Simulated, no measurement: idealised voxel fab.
This section sets out a process module, namely voxel capacitor over wiring.
For reference, the cross-section in this document is cut, with width 170 nm and square cells of 5 nm.
In what follows, cross-sections appear as grids of square cells, described through bands that run from the top down, where every band is one or more rows of cells.
It is stipulated that each band's entry specify, in nanometres, the height of the top of the band and then that of its bottom, followed by the materials of the band in left-to-right sequence, each together with its width in nanometres. A single material marked by the word "full width" is understood to fill the band from edge to edge; the word "air" is understood to denote empty space.
Heights are expressed relative to 0, this being the level below which the as-received wafer comprises one material exclusively. The lowest band is unbounded in the downward direction and is denoted as in "z 0 and below".
When a width is written as two numbers, as in "30->40", the first number is the width in the top row of cells of the band and the second is the width in its bottom row, and the width changes by the same amount from each row to the next.
"no change" after a step means that no cell of the cross-section changed.
In "Listed closed voids" the enclosed voids are listed, meaning empty spaces of 8 cells or larger without any opening to the top. The form is width x height at distance, distance from the left edge, units nm.
What comes after the settings on a step's line is commentary from the simulator itself on that step.
If you see "overlay nm" on a step's line and that step has a mask, it's telling you how far right of where it was planned the mask ended up; a negative number means it went left instead.
Read each pair as before and after one process step. The after cross-section shows only down to the lowest band that changed. The step between them and its settings are given below the pair. Pairs can come from different runs of this module on the same starting wafer. A pair continues from the pair above only where its "Status quo ante" entry says so.

Status quo ante
    z 70 to 65: TiN 45 nm | air 5 nm | TiN 120 nm
    z 65 to 50: SiO2 40 nm | TiN 5 nm | air 5 nm | TiN 5 nm | SiO2 115 nm
    z 50 to 45: SiCN 40 nm | TiN 15 nm | SiCN 115 nm
    z 45 to 20: SiO2 25 nm | SiCN 5 nm | Cu 20 nm | SiCN 5 nm | SiO2 60 nm | SiCN 5 nm | Cu 20 nm | SiCN 5 nm | SiO2 25 nm
    z 20 to 15: SiN 25 nm | SiCN 30 nm | SiN 60 nm | SiCN 30 nm | SiN 25 nm
    z 15 to 0: SiO2 full width
    z 0 and below: Si full width
    Listed closed voids: none

Cut View, Post-Step
    z 75 to 70: W full width
    z 70 to 65: TiN 45 nm | W 5 nm | TiN 120 nm
    z 65 to 50: SiO2 40 nm | TiN 5 nm | W 5 nm | TiN 5 nm | SiO2 115 nm
    Lower than 50, everything is as it was.
    Listed closed voids: none
The structure shown above changes from one cross-section to the other through FILL_DEP: material W, thk nm 5

Status quo ante: the wafer arrives at this step looking as the after cross-section in the pair just above shows it.

Cut View, Post-Step
    z 65 to 50: SiO2 40 nm | TiN 5 nm | W 5 nm | TiN 5 nm | SiO2 115 nm
    Lower than 50, everything is as it was.
    Listed closed voids: none
The structure shown above changes from one cross-section to the other through CMP: height nm 65

Status quo ante: the wafer arrives at this step looking as the after cross-section in the pair just above shows it.

Cut View, Post-Step
    z 70 to 65: TiN full width
    Lower than 65, everything is as it was.
    Listed closed voids: none
The structure shown above changes from one cross-section to the other through DIRECTIONAL_DEP: material TiN, thk nm 5

Status quo ante: the wafer arrives at this step looking as the after cross-section in the pair just above shows it.

Cut View, Post-Step
    z 75 to 70: SiN full width
    Lower than 70, everything is as it was.
    Listed closed voids: none
The structure shown above changes from one cross-section to the other through DIRECTIONAL_DEP: material SiN, thk nm 5

Status quo ante: the wafer arrives at this step looking as the after cross-section in the pair just above shows it.

Cut View, Post-Step
    z 80 to 75: TiN full width
    Lower than 75, everything is as it was.
    Listed closed voids: none
The structure shown above changes from one cross-section to the other through DIRECTIONAL_DEP: material TiN, thk nm 5

Status quo ante: the wafer arrives at this step looking as the after cross-section in the pair just above shows it.

Cut View, Post-Step
    z 80 to 75: air 40 nm | TiN 65 nm | air 65 nm
    Lower than 75, everything is as it was.
    Listed closed voids: none
The structure shown above changes from one cross-section to the other through MASKED_ETCH: tone cover, mask id UPPER_PLATE, width nm 65, etch materials TiN, depth nm 5, overlay nm 0

Status quo ante: the wafer arrives at this step looking as the after cross-section in the pair just above shows it.

Cut View, Post-Step
    z 80 to 75: air 40 nm | TiN 65 nm | air 65 nm
    z 75 to 70: air 40 nm | SiN 65 nm | air 65 nm
    Lower than 70, everything is as it was.
    Listed closed voids: none
The structure shown above changes from one cross-section to the other through MASKED_ETCH: tone cover, mask id UPPER_PLATE, width nm 65, etch materials SiN, depth nm 5, overlay nm 0

Status quo ante: the wafer arrives at this step looking as the after cross-section in the pair just above shows it.

Cut View, Post-Step
    z 95 to 85: air 40 nm | aC 65 nm | air 65 nm
    z 85 to 80: aC full width
    z 80 to 75: aC 40 nm | TiN 65 nm | aC 65 nm
    z 75 to 70: aC 40 nm | SiN 65 nm | aC 65 nm
    Lower than 70, everything is as it was.
    Listed closed voids: none
The structure shown above changes from one cross-section to the other through DIRECTIONAL_DEP: material aC, thk nm 15

Status quo ante: the wafer arrives at this step looking as the after cross-section in the pair just above shows it.

Cut View, Post-Step
    z 130 to 95: air 35 nm | resist 75 nm | air 60 nm
    z 95 to 85: air 35 nm | resist 5 nm | aC 65 nm | resist 5 nm | air 60 nm
    Lower than 85, everything is as it was.
    Listed closed voids: none
The structure shown above changes from one cross-section to the other through PATTERN: tone cover, mask id LOWER_PLATE, material resist, width nm 75, thk nm 35, overlay nm 0

Status quo ante: the wafer arrives at this step looking as the after cross-section in the pair just above shows it.

Cut View, Post-Step
    z 115 to 95: air 35 nm | resist 75 nm | air 60 nm
    z 95 to 85: air 35 nm | resist 5 nm | aC 65 nm | resist 5 nm | air 60 nm
    z 85 to 80: air 35 nm | aC 75 nm | air 60 nm
    z 80 to 75: air 35 nm | aC 5 nm | TiN 65 nm | aC 5 nm | air 60 nm
    z 75 to 70: air 35 nm | aC 5 nm | SiN 65 nm | aC 5 nm | air 60 nm
    Lower than 70, everything is as it was.
    Listed closed voids: none
The structure shown above changes from one cross-section to the other through DIRECTIONAL_ETCH: etch materials aC, depth nm 15

Status quo ante: the wafer arrives at this step looking as the after cross-section in the pair just above shows it.

Cut View, Post-Step
    z 95 to 85: air 40 nm | aC 65 nm | air 65 nm
    Lower than 85, everything is as it was.
    Listed closed voids: none
The structure shown above changes from one cross-section to the other through STRIP: etch materials resist

Status quo ante: the wafer arrives at this step looking as the after cross-section in the pair just above shows it.

Cut View, Post-Step
    z 95 to 85: air 40 nm | aC 65 nm | air 65 nm
    z 85 to 80: air 35 nm | aC 75 nm | air 60 nm
    z 80 to 75: air 35 nm | aC 5 nm | TiN 65 nm | aC 5 nm | air 60 nm
    z 75 to 70: air 35 nm | aC 5 nm | SiN 65 nm | aC 5 nm | air 60 nm
    z 70 to 65: air 35 nm | TiN 75 nm | air 60 nm
    Lower than 65, everything is as it was.
    Listed closed voids: none
The structure shown above changes from one cross-section to the other through DIRECTIONAL_ETCH: etch materials TiN, depth nm 5

Status quo ante: the wafer arrives at this step looking as the after cross-section in the pair just above shows it.

Cut View, Post-Step
    z 80 to 75: air 40 nm | TiN 65 nm | air 65 nm
    z 75 to 70: air 40 nm | SiN 65 nm | air 65 nm
    Lower than 70, everything is as it was.
    Listed closed voids: none
The structure shown above changes from one cross-section to the other through STRIP: etch materials aC

Status quo ante: the wafer arrives at this step looking as the after cross-section in the pair just above shows it.

Cut View, Post-Step
    z 95 to 80: SiO2 full width
    z 80 to 75: SiO2 40 nm | TiN 65 nm | SiO2 65 nm
    z 75 to 70: SiO2 40 nm | SiN 65 nm | SiO2 65 nm
    z 70 to 65: SiO2 35 nm | TiN 75 nm | SiO2 60 nm
    Lower than 65, everything is as it was.
    Listed closed voids: none
The structure shown above changes from one cross-section to the other through FILL_DEP: material SiO2, thk nm 15

Status quo ante: the wafer arrives at this step looking as the after cross-section in the pair just above shows it.

Cut View, Post-Step
    z 90 to 80: SiO2 full width
    Lower than 80, everything is as it was.
    Listed closed voids: none
The structure shown above changes from one cross-section to the other through CMP: height nm 90

Status quo ante: the wafer arrives at this step looking as the after cross-section in the pair just above shows it.

Cut View, Post-Step
    z 90 to 80: SiO2 50 nm | air 15 nm | SiO2 105 nm
    Lower than 80, everything is as it was.
    Listed closed voids: none
The structure shown above changes from one cross-section to the other through MASKED_ETCH: tone open, mask id PLUG_2, width nm 15, etch materials SiO2, depth nm 10, overlay nm 0

Status quo ante: the wafer arrives at this step looking as the after cross-section in the pair just above shows it.

Cut View, Post-Step
    z 95 to 90: TiN 55 nm | air 5 nm | TiN 110 nm
    z 90 to 85: SiO2 50 nm | TiN 5 nm | air 5 nm | TiN 5 nm | SiO2 105 nm
    z 85 to 75: SiO2 50->40 nm | TiN 15->65 nm | SiO2 105->65 nm
    Lower than 75, everything is as it was.
    Listed closed voids: none
The structure shown above changes from one cross-section to the other through CONFORMAL_DEP: material TiN, thk nm 5

Status quo ante: the wafer arrives at this step looking as the after cross-section in the pair just above shows it.

Cut View, Post-Step
    z 100 to 95: Cu full width
    z 95 to 90: TiN 55 nm | Cu 5 nm | TiN 110 nm
    z 90 to 85: SiO2 50 nm | TiN 5 nm | Cu 5 nm | TiN 5 nm | SiO2 105 nm
    Lower than 85, everything is as it was.
    Listed closed voids: none
The structure shown above changes from one cross-section to the other through FILL_DEP: material Cu, thk nm 5

Status quo ante: the wafer arrives at this step looking as the after cross-section in the pair just above shows it.

Cut View, Post-Step
    z 90 to 85: SiO2 50 nm | TiN 5 nm | Cu 5 nm | TiN 5 nm | SiO2 105 nm
    Lower than 85, everything is as it was.
    Listed closed voids: none
The structure shown above changes from one cross-section to the other through CMP: height nm 90

Status quo ante: the wafer arrives at this step looking as the after cross-section in the pair just above shows it.

Cut View, Post-Step
    z 95 to 90: SiCN full width
    Lower than 90, everything is as it was.
    Listed closed voids: none
The structure shown above changes from one cross-section to the other through CONFORMAL_DEP: material SiCN, thk nm 5

Status quo ante
    z 65 to 50: SiO2 full width
    z 50 to 45: SiCN full width
    z 45 to 20: SiO2 25 nm | TiN 5 nm | Cu 20 nm | TiN 5 nm | SiO2 60 nm | TiN 5 nm | Cu 20 nm | TiN 5 nm | SiO2 25 nm
    z 20 to 15: SiN 25 nm | TiN 30 nm | SiN 60 nm | TiN 30 nm | SiN 25 nm
    z 15 to 0: SiO2 full width
    z 0 and below: Si full width
    Listed closed voids: none

Cut View, Post-Step
    z 85 to 65: air 40 nm | resist 15 nm | air 115 nm
    Lower than 65, everything is as it was.
    Listed closed voids: none
The structure shown above changes from one cross-section to the other through PATTERN: tone cover, mask id PLUG_1, material resist, width nm 15, thk nm 20, overlay nm 0

Status quo ante: the wafer arrives at this step looking as the after cross-section in the pair just above shows it.

Cut View, Post-Step
    z 85 to 65: air 40 nm | resist 15 nm | air 115 nm
    z 65 to 50: air 40 nm | SiO2 15 nm | air 115 nm
    Lower than 50, everything is as it was.
    Listed closed voids: none
The structure shown above changes from one cross-section to the other through DIRECTIONAL_ETCH: etch materials SiO2, depth nm 15

Status quo ante: the wafer arrives at this step looking as the after cross-section in the pair just above shows it.

Cut View, Post-Step
    z 85 to 65: air 40 nm | resist 15 nm | air 115 nm
    z 65 to 50: air 40 nm | SiO2 15 nm | air 115 nm
    z 50 to 45: air 40 nm | SiCN 15 nm | air 115 nm
    Lower than 45, everything is as it was.
    Listed closed voids: none
The structure shown above changes from one cross-section to the other through DIRECTIONAL_ETCH: etch materials SiCN, depth nm 5

Status quo ante: the wafer arrives at this step looking as the after cross-section in the pair just above shows it.

Cut View, Post-Step
    z 65 to 50: air 40 nm | SiO2 15 nm | air 115 nm
    Lower than 50, everything is as it was.
    Listed closed voids: none
The structure shown above changes from one cross-section to the other through STRIP: etch materials resist

Status quo ante: the wafer arrives at this step looking as the after cross-section in the pair just above shows it.

Cut View, Post-Step
    z 70 to 65: air 35 nm | TiN 25 nm | air 110 nm
    z 65 to 50: air 35 nm | TiN 5 nm | SiO2 15 nm | TiN 5 nm | air 110 nm
    z 50 to 45: TiN 40 nm | SiCN 15 nm | TiN 115 nm
    Lower than 45, everything is as it was.
    Listed closed voids: none
The structure shown above changes from one cross-section to the other through CONFORMAL_DEP: material TiN, thk nm 5

Status quo ante: the wafer arrives at this step looking as the after cross-section in the pair just above shows it.

Cut View, Post-Step
    z 75 to 70: W full width
    z 70 to 65: W 35 nm | TiN 25 nm | W 110 nm
    z 65 to 50: W 35 nm | TiN 5 nm | SiO2 15 nm | TiN 5 nm | W 110 nm
    Lower than 50, everything is as it was.
    Listed closed voids: none
The structure shown above changes from one cross-section to the other through FILL_DEP: material W, thk nm 5

Status quo ante: the wafer arrives at this step looking as the after cross-section in the pair just above shows it.

Cut View, Post-Step
    z 65 to 50: W 35 nm | TiN 5 nm | SiO2 15 nm | TiN 5 nm | W 110 nm
    Lower than 50, everything is as it was.
    Listed closed voids: none
The structure shown above changes from one cross-section to the other through CMP: height nm 65

Status quo ante: the wafer arrives at this step looking as the after cross-section in the pair just above shows it.

Cut View, Post-Step
    z 70 to 65: TiN full width
    Lower than 65, everything is as it was.
    Listed closed voids: none
The structure shown above changes from one cross-section to the other through DIRECTIONAL_DEP: material TiN, thk nm 5

Status quo ante: the wafer arrives at this step looking as the after cross-section in the pair just above shows it.

Cut View, Post-Step
    z 75 to 70: SiN full width
    Lower than 70, everything is as it was.
    Listed closed voids: none
The structure shown above changes from one cross-section to the other through DIRECTIONAL_DEP: material SiN, thk nm 5

Status quo ante: the wafer arrives at this step looking as the after cross-section in the pair just above shows it.

Cut View, Post-Step
    z 80 to 75: TiN full width
    Lower than 75, everything is as it was.
    Listed closed voids: none
The structure shown above changes from one cross-section to the other through DIRECTIONAL_DEP: material TiN, thk nm 5

Status quo ante: the wafer arrives at this step looking as the after cross-section in the pair just above shows it.

Cut View, Post-Step
    z 80 to 75: air 40 nm | TiN 65 nm | air 65 nm
    Lower than 75, everything is as it was.
    Listed closed voids: none
The structure shown above changes from one cross-section to the other through MASKED_ETCH: tone cover, mask id UPPER_PLATE, width nm 65, etch materials TiN, depth nm 5, overlay nm 0

Status quo ante: the wafer arrives at this step looking as the after cross-section in the pair just above shows it.

Cut View, Post-Step
    z 80 to 75: air 40 nm | TiN 65 nm | air 65 nm
    z 75 to 70: air 40 nm | SiN 65 nm | air 65 nm
    Lower than 70, everything is as it was.
    Listed closed voids: none
The structure shown above changes from one cross-section to the other through MASKED_ETCH: tone cover, mask id UPPER_PLATE, width nm 65, etch materials SiN, depth nm 5, overlay nm 0

Status quo ante: the wafer arrives at this step looking as the after cross-section in the pair just above shows it.

Cut View, Post-Step
    z 95 to 85: air 40 nm | aC 65 nm | air 65 nm
    z 85 to 80: aC full width
    z 80 to 75: aC 40 nm | TiN 65 nm | aC 65 nm
    z 75 to 70: aC 40 nm | SiN 65 nm | aC 65 nm
    Lower than 70, everything is as it was.
    Listed closed voids: none
The structure shown above changes from one cross-section to the other through DIRECTIONAL_DEP: material aC, thk nm 15

Status quo ante: the wafer arrives at this step looking as the after cross-section in the pair just above shows it.

Cut View, Post-Step
    z 130 to 95: air 35 nm | resist 75 nm | air 60 nm
    z 95 to 85: air 35 nm | resist 5 nm | aC 65 nm | resist 5 nm | air 60 nm
    Lower than 85, everything is as it was.
    Listed closed voids: none
The structure shown above changes from one cross-section to the other through PATTERN: tone cover, mask id LOWER_PLATE, material resist, width nm 75, thk nm 35, overlay nm 0

Status quo ante: the wafer arrives at this step looking as the after cross-section in the pair just above shows it.

Cut View, Post-Step
    z 115 to 95: air 35 nm | resist 75 nm | air 60 nm
    z 95 to 85: air 35 nm | resist 5 nm | aC 65 nm | resist 5 nm | air 60 nm
    z 85 to 80: air 35 nm | aC 75 nm | air 60 nm
    z 80 to 75: air 35 nm | aC 5 nm | TiN 65 nm | aC 5 nm | air 60 nm
    z 75 to 70: air 35 nm | aC 5 nm | SiN 65 nm | aC 5 nm | air 60 nm
    Lower than 70, everything is as it was.
    Listed closed voids: none
The structure shown above changes from one cross-section to the other through DIRECTIONAL_ETCH: etch materials aC, depth nm 15

Status quo ante: the wafer arrives at this step looking as the after cross-section in the pair just above shows it.

Cut View, Post-Step
    z 95 to 85: air 40 nm | aC 65 nm | air 65 nm
    Lower than 85, everything is as it was.
    Listed closed voids: none
The structure shown above changes from one cross-section to the other through STRIP: etch materials resist

Status quo ante: the wafer arrives at this step looking as the after cross-section in the pair just above shows it.

Cut View, Post-Step
    z 95 to 85: air 40 nm | aC 65 nm | air 65 nm
    z 85 to 80: air 35 nm | aC 75 nm | air 60 nm
    z 80 to 75: air 35 nm | aC 5 nm | TiN 65 nm | aC 5 nm | air 60 nm
    z 75 to 70: air 35 nm | aC 5 nm | SiN 65 nm | aC 5 nm | air 60 nm
    z 70 to 65: air 35 nm | TiN 75 nm | air 60 nm
    Lower than 65, everything is as it was.
    Listed closed voids: none
The structure shown above changes from one cross-section to the other through DIRECTIONAL_ETCH: etch materials TiN, depth nm 5

Status quo ante: the wafer arrives at this step looking as the after cross-section in the pair just above shows it.

Cut View, Post-Step
    z 80 to 75: air 40 nm | TiN 65 nm | air 65 nm
    z 75 to 70: air 40 nm | SiN 65 nm | air 65 nm
    Lower than 70, everything is as it was.
    Listed closed voids: none
The structure shown above changes from one cross-section to the other through STRIP: etch materials aC

Status quo ante: the wafer arrives at this step looking as the after cross-section in the pair just above shows it.

Cut View, Post-Step
    z 95 to 80: SiO2 full width
    z 80 to 75: SiO2 40 nm | TiN 65 nm | SiO2 65 nm
    z 75 to 70: SiO2 40 nm | SiN 65 nm | SiO2 65 nm
    z 70 to 65: SiO2 35 nm | TiN 75 nm | SiO2 60 nm
    Lower than 65, everything is as it was.
    Listed closed voids: none
The structure shown above changes from one cross-section to the other through FILL_DEP: material SiO2, thk nm 15

Status quo ante: the wafer arrives at this step looking as the after cross-section in the pair just above shows it.

Cut View, Post-Step
    z 90 to 80: SiO2 full width
    Lower than 80, everything is as it was.
    Listed closed voids: none
The structure shown above changes from one cross-section to the other through CMP: height nm 90

Status quo ante: the wafer arrives at this step looking as the after cross-section in the pair just above shows it.

Cut View, Post-Step
    z 90 to 80: SiO2 50 nm | air 15 nm | SiO2 105 nm
    Lower than 80, everything is as it was.
    Listed closed voids: none
The structure shown above changes from one cross-section to the other through MASKED_ETCH: tone open, mask id PLUG_2, width nm 15, etch materials SiO2, depth nm 10, overlay nm 0

Status quo ante: the wafer arrives at this step looking as the after cross-section in the pair just above shows it.

Cut View, Post-Step
    z 95 to 90: TiN 55 nm | air 5 nm | TiN 110 nm
    z 90 to 85: SiO2 50 nm | TiN 5 nm | air 5 nm | TiN 5 nm | SiO2 105 nm
    z 85 to 75: SiO2 50->40 nm | TiN 15->65 nm | SiO2 105->65 nm
    Lower than 75, everything is as it was.
    Listed closed voids: none
The structure shown above changes from one cross-section to the other through CONFORMAL_DEP: material TiN, thk nm 5

Status quo ante: the wafer arrives at this step looking as the after cross-section in the pair just above shows it.

Cut View, Post-Step
    z 100 to 95: Cu full width
    z 95 to 90: TiN 55 nm | Cu 5 nm | TiN 110 nm
    z 90 to 85: SiO2 50 nm | TiN 5 nm | Cu 5 nm | TiN 5 nm | SiO2 105 nm
    Lower than 85, everything is as it was.
    Listed closed voids: none
The structure shown above changes from one cross-section to the other through FILL_DEP: material Cu, thk nm 5

Status quo ante: the wafer arrives at this step looking as the after cross-section in the pair just above shows it.

Cut View, Post-Step
    z 90 to 85: SiO2 50 nm | TiN 5 nm | Cu 5 nm | TiN 5 nm | SiO2 105 nm
    Lower than 85, everything is as it was.
    Listed closed voids: none
The structure shown above changes from one cross-section to the other through CMP: height nm 90

Status quo ante: the wafer arrives at this step looking as the after cross-section in the pair just above shows it.

Cut View, Post-Step
    z 95 to 90: SiCN full width
    Lower than 90, everything is as it was.
    Listed closed voids: none
The structure shown above changes from one cross-section to the other through CONFORMAL_DEP: material SiCN, thk nm 5
